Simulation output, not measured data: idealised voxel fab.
Documented hereafter: the process module known as voxel wiring stack.
For reference, the cross-section in this document is cut, with width 260 nm and square cells of 5 nm.
Heads up, the way a cross-section reads in here is a grid of square cells, handed over as bands from the top down, with every band being one or more rows of cells. First you get the band's top height and its bottom height, in nm, and then the materials it's made of, left to right, with each width in nm. If you see a single material with "throughout", that one covers the band edge to edge. "empty" is empty space. Below 0: as-received wafer, all one material; heights counted from there. Lowest band: no bottom, goes on down, written "0 and below". A two-number width, for instance "30 to 40", indicates that the width is equal to the first number in the top row of the band and to the second number in the bottom row, and that it changes by a constant amount per row of cells. "stayed the same" -> step changed no cross-section cell. The label "Enclosed cavities" introduces a list of the empty spaces, 8 cells or larger, that have no open way up to the top; each entry in it reads width x height at distance, where the distance is taken from the left edge and all three are stated in nm. Heads up: the bit after the settings on a step's line is the simulator's remark on that step. A step line may carry the setting "overlay nm", which, for steps involving a mask, states the distance by which the mask lay to the right of its intended position; negative values denote displacement to the left.
The planned process steps are enumerated hereunder:
1 RECEIVE: material Si
2 CONFORMAL_DEP: material SiO2, thk nm 10
3 DIRECTIONAL_DEP: material TiN, thk nm 5
4 DIRECTIONAL_DEP: material Ru, thk nm 20
5 PATTERN: tone cover, mask id METAL_1, material resist, width nm 30, pitch nm 50, thk nm 20, overlay nm 0
6 DIRECTIONAL_ETCH: etch materials Ru, depth nm 20
7 DIRECTIONAL_ETCH: etch materials TiN, depth nm 5
8 STRIP: etch materials resist
9 FILL_DEP: material SiO2, thk nm 5
10 CMP: height nm 35
11 CONFORMAL_DEP: material SiCN, thk nm 5
12 DIRECTIONAL_DEP: material SiO2, thk nm 10
13 DIRECTIONAL_DEP: material aC, thk nm 10
14 PATTERN: tone open, mask id PLUG_1, material resist, width nm 15, pitch nm 50, thk nm 25, overlay nm 0
15 DIRECTIONAL_ETCH: etch materials aC, depth nm 10
16 STRIP: etch materials resist
17 DIRECTIONAL_ETCH: etch materials SiO2, depth nm 10
18 DIRECTIONAL_ETCH: etch materials SiCN, depth nm 5
19 STRIP: etch materials aC
20 EPI: material Ru, thk nm 10
21 EPI: material Ru, thk nm 5
22 DIRECTIONAL_DEP: material TiN, thk nm 5
23 DIRECTIONAL_DEP: material Ru, thk nm 25
24 DIRECTIONAL_DEP: material aC, thk nm 10
25 PATTERN: tone cover, mask id METAL_2, material resist, width nm 30, pitch nm 50, thk nm 30, overlay nm 0
26 DIRECTIONAL_ETCH: etch materials aC, depth nm 10
27 STRIP: etch materials resist
28 DIRECTIONAL_ETCH: etch materials Ru, depth nm 25
29 DIRECTIONAL_ETCH: etch materials TiN, depth nm 5
30 STRIP: etch materials aC
31 FILL_DEP: material SiO2, thk nm 10
32 CMP: height nm 80
33 CONFORMAL_DEP: material SiCN, thk nm 5
34 DIRECTIONAL_DEP: material lowk, thk nm 25
35 DIRECTIONAL_DEP: material aC, thk nm 15
36 PATTERN: tone open, mask id METAL_3_HOLES, material resist, width nm 15, pitch nm 50, thk nm 35, overlay nm 0
37 DIRECTIONAL_ETCH: etch materials aC, depth nm 15
38 STRIP: etch materials resist
39 DIRECTIONAL_ETCH: etch materials lowk, depth nm 25
40 STRIP: etch materials aC
41 DIRECTIONAL_DEP: material aC, thk nm 10
42 PATTERN: tone open, mask id METAL_3, material resist, width nm 30, pitch nm 50, thk nm 25, overlay nm 0
43 DIRECTIONAL_ETCH: etch materials aC, depth nm 10
44 STRIP: etch materials resist
45 DIRECTIONAL_ETCH: etch materials lowk, depth nm 15
46 DIRECTIONAL_ETCH: etch materials SiCN, depth nm 5
47 STRIP: etch materials aC
48 CONFORMAL_DEP: material TiN, thk nm 5
49 FILL_DEP: material Cu, thk nm 5
50 CMP: height nm 110
51 CONFORMAL_DEP: material SiCN, thk nm 5
52 DIRECTIONAL_DEP: material SiO2, thk nm 15
53 DIRECTIONAL_DEP: material aC, thk nm 10
54 PATTERN: tone open, mask id PLUG_3, material resist, width nm 15, pitch nm 50, thk nm 25, overlay nm 0
55 DIRECTIONAL_ETCH: etch materials aC, depth nm 10
56 STRIP: etch materials resist
57 DIRECTIONAL_ETCH: etch materials SiO2, depth nm 15
58 DIRECTIONAL_ETCH: etch materials SiCN, depth nm 5
59 STRIP: etch materials aC
60 EPI: material Ru, thk nm 10
61 EPI: material Ru, thk nm 10
62 DIRECTIONAL_DEP: material TiN, thk nm 5
63 DIRECTIONAL_DEP: material Ru, thk nm 20
64 MASKED_ETCH: tone cover, mask id METAL_4, width nm 30, pitch nm 50, etch materials Ru, depth nm 20, overlay nm 0
65 MASKED_ETCH: tone cover, mask id METAL_4, width nm 30, pitch nm 50, etch materials TiN, depth nm 5, overlay nm 0
66 FILL_DEP: material SiO2, thk nm 5
67 CMP: height nm 155
68 CONFORMAL_DEP: material SiCN, thk nm 5
Wafer as received: cross-section following step 1:
0 and below: Si throughout
Enclosed cavities: none
As-planned run: cross-section of the first of two wafers at end of module:
160 down to 155: SiCN throughout
155 down to 135: SiO2 (40); Ru (30); SiO2 (20); Ru (30); SiO2 (20); Ru (30); SiO2 (20); Ru (30); SiO2 (40)
135 down to 130: SiO2 (40); TiN (30); SiO2 (20); TiN (30); SiO2 (20); TiN (30); SiO2 (20); TiN (30); SiO2 (40)
130 down to 115: SiO2 (40); Ru (15); SiO2 (35); Ru (15); SiO2 (35); Ru (15); SiO2 (35); Ru (15); SiO2 (55)
115 down to 110: SiCN (40); Ru (15); SiCN (35); Ru (15); SiCN (35); Ru (15); SiCN (35); Ru (15); SiCN (55)
110 down to 100: lowk (40); TiN (5); Cu (20); TiN (5); lowk (20); TiN (5); Cu (20); TiN (5); lowk (20); TiN (5); Cu (20); TiN (5); lowk (20); TiN (5); Cu (20); TiN (5); lowk (40)
100 down to 95: lowk (40); TiN (5); Cu (5); TiN (20); lowk (20); TiN (5); Cu (5); TiN (20); lowk (20); TiN (5); Cu (5); TiN (20); lowk (20); TiN (5); Cu (5); TiN (20); lowk (40)
95 down to 85: lowk (40); TiN (5); Cu (5); TiN (5); lowk (35); TiN (5); Cu (5); TiN (5); lowk (35); TiN (5); Cu (5); TiN (5); lowk (35); TiN (5); Cu (5); TiN (5); lowk (55)
85 down to 80: SiCN (40); TiN (15); SiCN (35); TiN (15); SiCN (35); TiN (15); SiCN (35); TiN (15); SiCN (55)
80 down to 55: SiO2 (40); Ru (30); SiO2 (20); Ru (30); SiO2 (20); Ru (30); SiO2 (20); Ru (30); SiO2 (40)
55 down to 50: SiO2 (40); TiN (30); SiO2 (20); TiN (30); SiO2 (20); TiN (30); SiO2 (20); TiN (30); SiO2 (40)
50 down to 40: SiO2 (40); Ru (15); SiO2 (35); Ru (15); SiO2 (35); Ru (15); SiO2 (35); Ru (15); SiO2 (55)
40 down to 35: SiCN (40); Ru (15); SiCN (35); Ru (15); SiCN (35); Ru (15); SiCN (35); Ru (15); SiCN (55)
35 down to 15: SiO2 (40); Ru (30); SiO2 (20); Ru (30); SiO2 (20); Ru (30); SiO2 (20); Ru (30); SiO2 (40)
15 down to 10: SiO2 (40); TiN (30); SiO2 (20); TiN (30); SiO2 (20); TiN (30); SiO2 (20); TiN (30); SiO2 (40)
10 down to 0: SiO2 throughout
0 and below: Si throughout
Enclosed cavities: none
So this is wafer number two of the two, cut at the end of the module - it started where the first did and had the same plan, we just got one thing wrong running it:
160 down to 155: SiCN throughout
155 down to 135: Ru (40); SiO2 (30); Ru (20); SiO2 (30); Ru (20); SiO2 (30); Ru (20); SiO2 (30); Ru (40)
135 down to 130: TiN throughout
130 down to 115: SiO2 (40); Ru (15); SiO2 (35); Ru (15); SiO2 (35); Ru (15); SiO2 (35); Ru (15); SiO2 (55)
115 down to 110: SiCN (40); Ru (15); SiCN (35); Ru (15); SiCN (35); Ru (15); SiCN (35); Ru (15); SiCN (55)
110 down to 100: lowk (40); TiN (5); Cu (20); TiN (5); lowk (20); TiN (5); Cu (20); TiN (5); lowk (20); TiN (5); Cu (20); TiN (5); lowk (20); TiN (5); Cu (20); TiN (5); lowk (40)
100 down to 95: lowk (40); TiN (5); Cu (5); TiN (20); lowk (20); TiN (5); Cu (5); TiN (20); lowk (20); TiN (5); Cu (5); TiN (20); lowk (20); TiN (5); Cu (5); TiN (20); lowk (40)
95 down to 85: lowk (40); TiN (5); Cu (5); TiN (5); lowk (35); TiN (5); Cu (5); TiN (5); lowk (35); TiN (5); Cu (5); TiN (5); lowk (35); TiN (5); Cu (5); TiN (5); lowk (55)
85 down to 80: SiCN (40); TiN (15); SiCN (35); TiN (15); SiCN (35); TiN (15); SiCN (35); TiN (15); SiCN (55)
80 down to 55: SiO2 (40); Ru (30); SiO2 (20); Ru (30); SiO2 (20); Ru (30); SiO2 (20); Ru (30); SiO2 (40)
55 down to 50: SiO2 (40); TiN (30); SiO2 (20); TiN (30); SiO2 (20); TiN (30); SiO2 (20); TiN (30); SiO2 (40)
50 down to 40: SiO2 (40); Ru (15); SiO2 (35); Ru (15); SiO2 (35); Ru (15); SiO2 (35); Ru (15); SiO2 (55)
40 down to 35: SiCN (40); Ru (15); SiCN (35); Ru (15); SiCN (35); Ru (15); SiCN (35); Ru (15); SiCN (55)
35 down to 15: SiO2 (40); Ru (30); SiO2 (20); Ru (30); SiO2 (20); Ru (30); SiO2 (20); Ru (30); SiO2 (40)
15 down to 10: SiO2 (40); TiN (30); SiO2 (20); TiN (30); SiO2 (20); TiN (30); SiO2 (20); TiN (30); SiO2 (40)
10 down to 0: SiO2 throughout
0 and below: Si throughout
Enclosed cavities: none
Here's what went sideways: heads up, step 64 didn't go per plan, it actually ran as MASKED_ETCH: tone open, mask id METAL_4, width nm 30, pitch nm 50, etch materials Ru, depth nm 20, overlay nm 0
At the finish, the second wafer shows more or fewer cells for some materials than the first does: 16 more of Ru, 44 fewer of SiO2, 28 more of TiN
